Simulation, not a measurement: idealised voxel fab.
Process module heading - voxel self aligned contacts
For reference, the cross-section in this document is cut, with width 235 nm and square cells of 5 nm.
Throughout this document, each cross-section is represented as a grid of square cells and is presented as a sequence of bands enumerated from the top downward, where a band comprises one or more rows of cells.
Top height, bottom height, nm. Materials left to right, width each, nm. Single material + "all across" = fills band edge to edge. "blank" = empty.
The reference from which all heights are counted is 0, the level beneath which the as-received wafer is entirely one material; the lowest band, having no lower bound, proceeds downward and is written after the example "0 down".
Graded width ("30->40"): value in top row of band = first number; value in bottom row = second number; row-to-row change constant.
Any step labelled "nothing different" changed none of the cells in the cross-section.
"closed voids": empty spaces of 8 cells or more with no open way to the top, each given as width x height at distance, distance from the left edge, all in nm.
Note: text after step settings on the step line = simulator remark on that step.
overlay nm: how far to the right of its planned place the mask lay on this masked step (negative: to the left).
[Listed below are the process steps as planned]
1. op RECEIVE | material Si
2. op CONFORMAL_DEP | material SiO2 | thk nm 5
3. op DIRECTIONAL_DEP | material polySi | thk nm 30
4. op DIRECTIONAL_DEP | material SiN | thk nm 20
5. op DIRECTIONAL_DEP | material aC | thk nm 15
6. op PATTERN | tone cover | mask id GATE | material resist | width nm 25 | pitch nm 60 | thk nm 30 | overlay nm -15
7. op DIRECTIONAL_ETCH | etch materials aC | depth nm 15
8. op STRIP | etch materials resist
9. op DIRECTIONAL_ETCH | etch materials SiN | depth nm 20
10. op DIRECTIONAL_ETCH | etch materials polySi | depth nm 30
11. op STRIP | etch materials aC
12. op CONFORMAL_DEP | material SiN | thk nm 10
13. op DIRECTIONAL_ETCH | etch materials SiN | depth nm 10
14. op FILL_DEP | material SiO2 | thk nm 15
15. op CMP | height nm 65
16. op MASKED_ETCH | tone open | mask id CONTACT | width nm 45 | pitch nm 60 | etch materials SiO2 | depth nm 65 | overlay nm 0
17. op CONFORMAL_DEP | material TiN | thk nm 5
18. op FILL_DEP | material W | thk nm 5
19. op CMP | height nm 65
20. op CONFORMAL_DEP | material SiN | thk nm 5
Wafers differ in overlay nm at step 6; plan lists the first wafer's value; identical starting state.
[The first of several wafers as received, shown in cross-section; this is its state after step 1]
    0 down = Si all across
    closed voids: none
[Every row in this table is a wafer at the end of the module, and it gives, for each of the materials, the cells that wafer has gained (+) or lost (-) since it was received, then its closed voids]
overlay nm -15 | +227 SiN | +239 SiO2 | +66 TiN | +36 W | +90 polySi | closed voids: none
overlay nm -10 | +227 SiN | +239 SiO2 | +66 TiN | +36 W | +90 polySi | closed voids: none
overlay nm -5 | +227 SiN | +239 SiO2 | +66 TiN | +36 W | +90 polySi | closed voids: none
overlay nm 0 | +227 SiN | +239 SiO2 | +66 TiN | +36 W | +90 polySi | closed voids: none
overlay nm 5 | +227 SiN | +239 SiO2 | +66 TiN | +36 W | +90 polySi | closed voids: none
overlay nm 10 | +227 SiN | +239 SiO2 | +66 TiN | +36 W | +90 polySi | closed voids: none
overlay nm 15 | +227 SiN | +239 SiO2 | +66 TiN | +36 W | +90 polySi | closed voids: none
